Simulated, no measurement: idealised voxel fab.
Title: Process Module voxel capacitor over wiring
Cross-section cut spans 145 nm and uses square cells 5 nm in size.
Cross-section spec: square-cell grid; bands listed top down; each band is one or more rows. Band entry format. Leading values: height of top, height of bottom, nm. Remainder: materials in left-to-right order, each with its width in nm. Special words: "everywhere" on a single material, which then fills the band edge to edge; "blank", empty space. Basically, 0 is our baseline, since under it the wafer straight out of the box is all one material. The bottom band has no lower end and keeps on going down, so it looks like "0 nm and below". When a width is written as two numbers, as in "30->40", the first number is the width in the top row of cells of the band and the second is the width in its bottom row, and the width changes by the same amount from each row to the next. Where the words "nothing was modified" appear for a step, the cross-section shows no cell changed by that step; every cell remained as before. Closed empty spaces (no open way to the top) of 8 cells or more are what "Closed void roster" lists, each as width x height at distance from the left edge, nm for all three. On each step's line, the part that comes after the settings is the simulator's own comment on the step. What "overlay nm" on a step's line means: if the step has a mask, that mask lay this far to the right of its planned place, or, when the value is negative, to the left.

[Steps planned for the process]
step 1: RECEIVE: material Si
step 2: CONFORMAL_DEP: material SiO2, thk nm 15
step 3: CONFORMAL_DEP: material SiCN, thk nm 5
step 4: DIRECTIONAL_DEP: material lowk, thk nm 15
step 5: PATTERN: tone open, mask id METAL_1, material resist, width nm 25, pitch nm 90, thk nm 15, overlay nm 0
step 6: DIRECTIONAL_ETCH: etch materials lowk, depth nm 15
step 7: DIRECTIONAL_ETCH: etch materials SiCN, depth nm 5
step 8: STRIP: etch materials resist
step 9: CONFORMAL_DEP: material TiN, thk nm 5
step 10: FILL_DEP: material Ru, thk nm 5
step 11: CMP: height nm 35
step 12: EPI: material Ru, thk nm 5
step 13: FILL_DEP: material SiCN, thk nm 5
step 14: DIRECTIONAL_DEP: material lowk, thk nm 10
step 15: MASKED_ETCH: tone open, mask id PLUG_1, width nm 15, etch materials lowk, depth nm 10, overlay nm 0
step 16: MASKED_ETCH: tone open, mask id PLUG_1, width nm 15, etch materials SiCN, depth nm 5, overlay nm 0
step 17: CONFORMAL_DEP: material TiN, thk nm 5
step 18: FILL_DEP: material Ru, thk nm 5
step 19: CMP: height nm 55
step 20: DIRECTIONAL_DEP: material TiN, thk nm 10
step 21: DIRECTIONAL_DEP: material SiN, thk nm 5
step 22: DIRECTIONAL_DEP: material TiN, thk nm 5
step 23: PATTERN: tone cover, mask id UPPER_PLATE, material resist, width nm 70, thk nm 20, overlay nm 0
step 24: DIRECTIONAL_ETCH: etch materials TiN, depth nm 5
step 25: DIRECTIONAL_ETCH: etch materials SiN, depth nm 5
step 26: STRIP: etch materials resist
step 27: MASKED_ETCH: tone cover, mask id LOWER_PLATE, width nm 80, etch materials TiN, depth nm 10, overlay nm 0
step 28: FILL_DEP: material SiO2, thk nm 15
step 29: CMP: height nm 85
step 30: PATTERN: tone open, mask id PLUG_2, material resist, width nm 15, thk nm 20, overlay nm 0
step 31: DIRECTIONAL_ETCH: etch materials SiO2, depth nm 10
step 32: STRIP: etch materials resist
step 33: CONFORMAL_DEP: material TiN, thk nm 5
step 34: FILL_DEP: material Ru, thk nm 10
step 35: CMP: height nm 85
step 36: CONFORMAL_DEP: material SiCN, thk nm 5

[What follows covers the first of two wafers; it ran as planned]

[Step 1 complete: cross-section of the wafer as received]
    0 nm and below  Si everywhere
    Closed void roster: none

[Wafer xsec, post step 2]
    15 nm to 0 nm  SiO2 everywhere
    Lower than 0, everything is as it was.

[Wafer xsec, post step 3]
    20 nm to 15 nm  SiCN everywhere
    Lower than 15, everything is as it was.

[Wafer xsec, post step 4]
    35 nm to 20 nm  lowk everywhere
    Lower than 20, everything is as it was.

[Wafer xsec, post step 5]
    50 nm to 35 nm  resist: 15 | blank: 25 | resist: 65 | blank: 25 | resist: 15
    Lower than 35, everything is as it was.

[Wafer xsec, post step 6]
    50 nm to 35 nm  resist: 15 | blank: 25 | resist: 65 | blank: 25 | resist: 15
    35 nm to 20 nm  lowk: 15 | blank: 25 | lowk: 65 | blank: 25 | lowk: 15
    Lower than 20, everything is as it was.

[Wafer xsec, post step 7]
    50 nm to 35 nm  resist: 15 | blank: 25 | resist: 65 | blank: 25 | resist: 15
    35 nm to 20 nm  lowk: 15 | blank: 25 | lowk: 65 | blank: 25 | lowk: 15
    20 nm to 15 nm  SiCN: 15 | blank: 25 | SiCN: 65 | blank: 25 | SiCN: 15
    Lower than 15, everything is as it was.

[Wafer xsec, post step 8]
    35 nm to 20 nm  lowk: 15 | blank: 25 | lowk: 65 | blank: 25 | lowk: 15
    Lower than 20, everything is as it was.

[Wafer xsec, post step 9]
    40 nm to 35 nm  TiN: 20 | blank: 15 | TiN: 75 | blank: 15 | TiN: 20
    35 nm to 20 nm  lowk: 15 | TiN: 5 | blank: 15 | TiN: 5 | lowk: 65 | TiN: 5 | blank: 15 | TiN: 5 | lowk: 15
    20 nm to 15 nm  SiCN: 15 | TiN: 25 | SiCN: 65 | TiN: 25 | SiCN: 15
    Lower than 15, everything is as it was.

[Wafer xsec, post step 10]
    45 nm to 40 nm  Ru everywhere
    40 nm to 35 nm  TiN: 20 | Ru: 15 | TiN: 75 | Ru: 15 | TiN: 20
    35 nm to 20 nm  lowk: 15 | TiN: 5 | Ru: 15 | TiN: 5 | lowk: 65 | TiN: 5 | Ru: 15 | TiN: 5 | lowk: 15
    Lower than 20, everything is as it was.

[Wafer xsec, post step 11]
    35 nm to 20 nm  lowk: 15 | TiN: 5 | Ru: 15 | TiN: 5 | lowk: 65 | TiN: 5 | Ru: 15 | TiN: 5 | lowk: 15
    Lower than 20, everything is as it was.

[Wafer xsec, post step 12]
    40 nm to 35 nm  blank: 10 | Ru: 35 | blank: 55 | Ru: 35 | blank: 10
    Lower than 35, everything is as it was.

[Wafer xsec, post step 13]
    45 nm to 40 nm  SiCN everywhere
    40 nm to 35 nm  SiCN: 10 | Ru: 35 | SiCN: 55 | Ru: 35 | SiCN: 10
    Lower than 35, everything is as it was.

[Wafer xsec, post step 14]
    55 nm to 45 nm  lowk everywhere
    Lower than 45, everything is as it was.

[Wafer xsec, post step 15]
    55 nm to 45 nm  lowk: 25 | blank: 15 | lowk: 105
    Lower than 45, everything is as it was.

[Wafer xsec, post step 16]
    55 nm to 45 nm  lowk: 25 | blank: 15 | lowk: 105
    45 nm to 40 nm  SiCN: 25 | blank: 15 | SiCN: 105
    Lower than 40, everything is as it was.

[Wafer xsec, post step 17]
    60 nm to 55 nm  TiN: 30 | blank: 5 | TiN: 110
    55 nm to 45 nm  lowk: 25 | TiN: 5 | blank: 5 | TiN: 5 | lowk: 105
    45 nm to 40 nm  SiCN: 25 | TiN: 15 | SiCN: 105
    Lower than 40, everything is as it was.

[Wafer xsec, post step 18]
    65 nm to 60 nm  Ru everywhere
    60 nm to 55 nm  TiN: 30 | Ru: 5 | TiN: 110
    55 nm to 45 nm  lowk: 25 | TiN: 5 | Ru: 5 | TiN: 5 | lowk: 105
    Lower than 45, everything is as it was.

[Wafer xsec, post step 19]
    55 nm to 45 nm  lowk: 25 | TiN: 5 | Ru: 5 | TiN: 5 | lowk: 105
    Lower than 45, everything is as it was.

[Wafer xsec, post step 20]
    65 nm to 55 nm  TiN everywhere
    Lower than 55, everything is as it was.

[Wafer xsec, post step 21]
    70 nm to 65 nm  SiN everywhere
    Lower than 65, everything is as it was.

[Wafer xsec, post step 22]
    75 nm to 70 nm  TiN everywhere
    Lower than 70, everything is as it was.

[Wafer xsec, post step 23]
    95 nm to 75 nm  blank: 25 | resist: 70 | blank: 50
    Lower than 75, everything is as it was.

[Wafer xsec, post step 24]
    95 nm to 75 nm  blank: 25 | resist: 70 | blank: 50
    75 nm to 70 nm  blank: 25 | TiN: 70 | blank: 50
    Lower than 70, everything is as it was.

[Wafer xsec, post step 25]
    95 nm to 75 nm  blank: 25 | resist: 70 | blank: 50
    75 nm to 70 nm  blank: 25 | TiN: 70 | blank: 50
    70 nm to 65 nm  blank: 25 | SiN: 70 | blank: 50
    Lower than 65, everything is as it was.

[Wafer xsec, post step 26]
    75 nm to 70 nm  blank: 25 | TiN: 70 | blank: 50
    Lower than 70, everything is as it was.

[Wafer xsec, post step 27]
    75 nm to 70 nm  blank: 25 | TiN: 70 | blank: 50
    70 nm to 65 nm  blank: 25 | SiN: 70 | blank: 50
    65 nm to 55 nm  blank: 20 | TiN: 80 | blank: 45
    Lower than 55, everything is as it was.

[Wafer xsec, post step 28]
    90 nm to 75 nm  SiO2 everywhere
    75 nm to 70 nm  SiO2: 25 | TiN: 70 | SiO2: 50
    70 nm to 65 nm  SiO2: 25 | SiN: 70 | SiO2: 50
    65 nm to 55 nm  SiO2: 20 | TiN: 80 | SiO2: 45
    Lower than 55, everything is as it was.

[Wafer xsec, post step 29]
    85 nm to 75 nm  SiO2 everywhere
    Lower than 75, everything is as it was.

[Wafer xsec, post step 30]
    105 nm to 85 nm  resist: 35 | blank: 15 | resist: 95
    Lower than 85, everything is as it was.

[Wafer xsec, post step 31]
    105 nm to 85 nm  resist: 35 | blank: 15 | resist: 95
    85 nm to 75 nm  SiO2: 35 | blank: 15 | SiO2: 95
    Lower than 75, everything is as it was.

[Wafer xsec, post step 32]
    85 nm to 75 nm  SiO2: 35 | blank: 15 | SiO2: 95
    Lower than 75, everything is as it was.

[Wafer xsec, post step 33]
    90 nm to 85 nm  TiN: 40 | blank: 5 | TiN: 100
    85 nm to 80 nm  SiO2: 35 | TiN: 5 | blank: 5 | TiN: 5 | SiO2: 95
    80 nm to 70 nm  SiO2: 35->25 | TiN: 15->70 | SiO2: 95->50
    Lower than 70, everything is as it was.

[Wafer xsec, post step 34]
    100 nm to 90 nm  Ru everywhere
    90 nm to 85 nm  TiN: 40 | Ru: 5 | TiN: 100
    85 nm to 80 nm  SiO2: 35 | TiN: 5 | Ru: 5 | TiN: 5 | SiO2: 95
    Lower than 80, everything is as it was.

[Wafer xsec, post step 35]
    85 nm to 80 nm  SiO2: 35 | TiN: 5 | Ru: 5 | TiN: 5 | SiO2: 95
    Lower than 80, everything is as it was.

[Wafer xsec, post step 36]
    90 nm to 85 nm  SiCN everywhere
    Lower than 85, everything is as it was.

[It is to be noted that the second wafer proceeded from the same initial state and according to the same plan as the first, although one mistake was committed in its execution; through step 1, inclusive, the two wafers share an identical history]

[At the planned end of step 2, the second wafer in cross-section]
    30 nm to 0 nm  SiO2 everywhere
    Lower than 0, everything is as it was.

[At the planned end of step 3, the second wafer in cross-section]
    35 nm to 30 nm  SiCN everywhere
    Lower than 30, everything is as it was.

[At the planned end of step 4, the second wafer in cross-section]
    50 nm to 35 nm  lowk everywhere
    Lower than 35, everything is as it was.

[At the planned end of step 5, the second wafer in cross-section]
    65 nm to 50 nm  resist: 15 | blank: 25 | resist: 65 | blank: 25 | resist: 15
    Lower than 50, everything is as it was.

[At the planned end of step 6, the second wafer in cross-section]
    65 nm to 50 nm  resist: 15 | blank: 25 | resist: 65 | blank: 25 | resist: 15
    50 nm to 35 nm  lowk: 15 | blank: 25 | lowk: 65 | blank: 25 | lowk: 15
    Lower than 35, everything is as it was.

[At the planned end of step 7, the second wafer in cross-section]
    65 nm to 50 nm  resist: 15 | blank: 25 | resist: 65 | blank: 25 | resist: 15
    50 nm to 35 nm  lowk: 15 | blank: 25 | lowk: 65 | blank: 25 | lowk: 15
    35 nm to 30 nm  SiCN: 15 | blank: 25 | SiCN: 65 | blank: 25 | SiCN: 15
    Lower than 30, everything is as it was.

[At the planned end of step 8, the second wafer in cross-section]
    50 nm to 35 nm  lowk: 15 | blank: 25 | lowk: 65 | blank: 25 | lowk: 15
    Lower than 35, everything is as it was.

[At the planned end of step 9, the second wafer in cross-section]
    55 nm to 50 nm  TiN: 20 | blank: 15 | TiN: 75 | blank: 15 | TiN: 20
    50 nm to 35 nm  lowk: 15 | TiN: 5 | blank: 15 | TiN: 5 | lowk: 65 | TiN: 5 | blank: 15 | TiN: 5 | lowk: 15
    35 nm to 30 nm  SiCN: 15 | TiN: 25 | SiCN: 65 | TiN: 25 | SiCN: 15
    Lower than 30, everything is as it was.

[At the planned end of step 10, the second wafer in cross-section]
    60 nm to 55 nm  Ru everywhere
    55 nm to 50 nm  TiN: 20 | Ru: 15 | TiN: 75 | Ru: 15 | TiN: 20
    50 nm to 35 nm  lowk: 15 | TiN: 5 | Ru: 15 | TiN: 5 | lowk: 65 | TiN: 5 | Ru: 15 | TiN: 5 | lowk: 15
    Lower than 35, everything is as it was.

[At the planned end of step 11, the second wafer in cross-section]
    35 nm to 30 nm  SiCN: 15 | TiN: 25 | SiCN: 65 | TiN: 25 | SiCN: 15
    Lower than 30, everything is as it was.

[At the planned end of step 12, the second wafer in cross-section]
    40 nm to 35 nm  blank: 10 | Ru: 35 | blank: 55 | Ru: 35 | blank: 10
    Lower than 35, everything is as it was.

[At the planned end of step 13, the second wafer in cross-section]
    45 nm to 40 nm  SiCN everywhere
    40 nm to 35 nm  SiCN: 10 | Ru: 35 | SiCN: 55 | Ru: 35 | SiCN: 10
    Lower than 35, everything is as it was.

[At the planned end of step 14, the second wafer in cross-section]
    55 nm to 45 nm  lowk everywhere
    Lower than 45, everything is as it was.

[At the planned end of step 15, the second wafer in cross-section]
    55 nm to 45 nm  lowk: 25 | blank: 15 | lowk: 105
    Lower than 45, everything is as it was.

[At the planned end of step 16, the second wafer in cross-section]
    55 nm to 45 nm  lowk: 25 | blank: 15 | lowk: 105
    45 nm to 40 nm  SiCN: 25 | blank: 15 | SiCN: 105
    Lower than 40, everything is as it was.

[At the planned end of step 17, the second wafer in cross-section]
    60 nm to 55 nm  TiN: 30 | blank: 5 | TiN: 110
    55 nm to 45 nm  lowk: 25 | TiN: 5 | blank: 5 | TiN: 5 | lowk: 105
    45 nm to 40 nm  SiCN: 25 | TiN: 15 | SiCN: 105
    Lower than 40, everything is as it was.

[At the planned end of step 18, the second wafer in cross-section]
    65 nm to 60 nm  Ru everywhere
    60 nm to 55 nm  TiN: 30 | Ru: 5 | TiN: 110
    55 nm to 45 nm  lowk: 25 | TiN: 5 | Ru: 5 | TiN: 5 | lowk: 105
    Lower than 45, everything is as it was.

[At the planned end of step 19, the second wafer in cross-section]
    55 nm to 45 nm  lowk: 25 | TiN: 5 | Ru: 5 | TiN: 5 | lowk: 105
    Lower than 45, everything is as it was.

[At the planned end of step 20, the second wafer in cross-section]
    65 nm to 55 nm  TiN everywhere
    Lower than 55, everything is as it was.

[At the planned end of step 21, the second wafer in cross-section]
    70 nm to 65 nm  SiN everywhere
    Lower than 65, everything is as it was.

[At the planned end of step 22, the second wafer in cross-section]
    75 nm to 70 nm  TiN everywhere
    Lower than 70, everything is as it was.

[At the planned end of step 23, the second wafer in cross-section]
    95 nm to 75 nm  blank: 25 | resist: 70 | blank: 50
    Lower than 75, everything is as it was.

[At the planned end of step 24, the second wafer in cross-section]
    95 nm to 75 nm  blank: 25 | resist: 70 | blank: 50
    75 nm to 70 nm  blank: 25 | TiN: 70 | blank: 50
    Lower than 70, everything is as it was.

[At the planned end of step 25, the second wafer in cross-section]
    95 nm to 75 nm  blank: 25 | resist: 70 | blank: 50
    75 nm to 70 nm  blank: 25 | TiN: 70 | blank: 50
    70 nm to 65 nm  blank: 25 | SiN: 70 | blank: 50
    Lower than 65, everything is as it was.

[At the planned end of step 26, the second wafer in cross-section]
    75 nm to 70 nm  blank: 25 | TiN: 70 | blank: 50
    Lower than 70, everything is as it was.

[At the planned end of step 27, the second wafer in cross-section]
    75 nm to 70 nm  blank: 25 | TiN: 70 | blank: 50
    70 nm to 65 nm  blank: 25 | SiN: 70 | blank: 50
    65 nm to 55 nm  blank: 20 | TiN: 80 | blank: 45
    Lower than 55, everything is as it was.

[At the planned end of step 28, the second wafer in cross-section]
    90 nm to 75 nm  SiO2 everywhere
    75 nm to 70 nm  SiO2: 25 | TiN: 70 | SiO2: 50
    70 nm to 65 nm  SiO2: 25 | SiN: 70 | SiO2: 50
    65 nm to 55 nm  SiO2: 20 | TiN: 80 | SiO2: 45
    Lower than 55, everything is as it was.

[At the planned end of step 29, the second wafer in cross-section]
    85 nm to 75 nm  SiO2 everywhere
    Lower than 75, everything is as it was.

[At the planned end of step 30, the second wafer in cross-section]
    105 nm to 85 nm  resist: 35 | blank: 15 | resist: 95
    Lower than 85, everything is as it was.

[At the planned end of step 31, the second wafer in cross-section]
    105 nm to 85 nm  resist: 35 | blank: 15 | resist: 95
    85 nm to 75 nm  SiO2: 35 | blank: 15 | SiO2: 95
    Lower than 75, everything is as it was.

[At the planned end of step 32, the second wafer in cross-section]
    85 nm to 75 nm  SiO2: 35 | blank: 15 | SiO2: 95
    Lower than 75, everything is as it was.

[At the planned end of step 33, the second wafer in cross-section]
    90 nm to 85 nm  TiN: 40 | blank: 5 | TiN: 100
    85 nm to 80 nm  SiO2: 35 | TiN: 5 | blank: 5 | TiN: 5 | SiO2: 95
    80 nm to 70 nm  SiO2: 35->25 | TiN: 15->70 | SiO2: 95->50
    Lower than 70, everything is as it was.

[At the planned end of step 34, the second wafer in cross-section]
    100 nm to 90 nm  Ru everywhere
    90 nm to 85 nm  TiN: 40 | Ru: 5 | TiN: 100
    85 nm to 80 nm  SiO2: 35 | TiN: 5 | Ru: 5 | TiN: 5 | SiO2: 95
    Lower than 80, everything is as it was.

[At the planned end of step 35, the second wafer in cross-section]
    85 nm to 80 nm  SiO2: 35 | TiN: 5 | Ru: 5 | TiN: 5 | SiO2: 95
    Lower than 80, everything is as it was.

[At the planned end of step 36, the second wafer in cross-section]
    90 nm to 85 nm  SiCN everywhere
    Lower than 85, everything is as it was.
Misprocessing identified: the plan's step 2 ran twice
Bottom line after processing is that, in cells, the second wafer is up or down on some materials versus the first: -18 Ru | +87 SiO2 | -12 TiN | -57 lowk
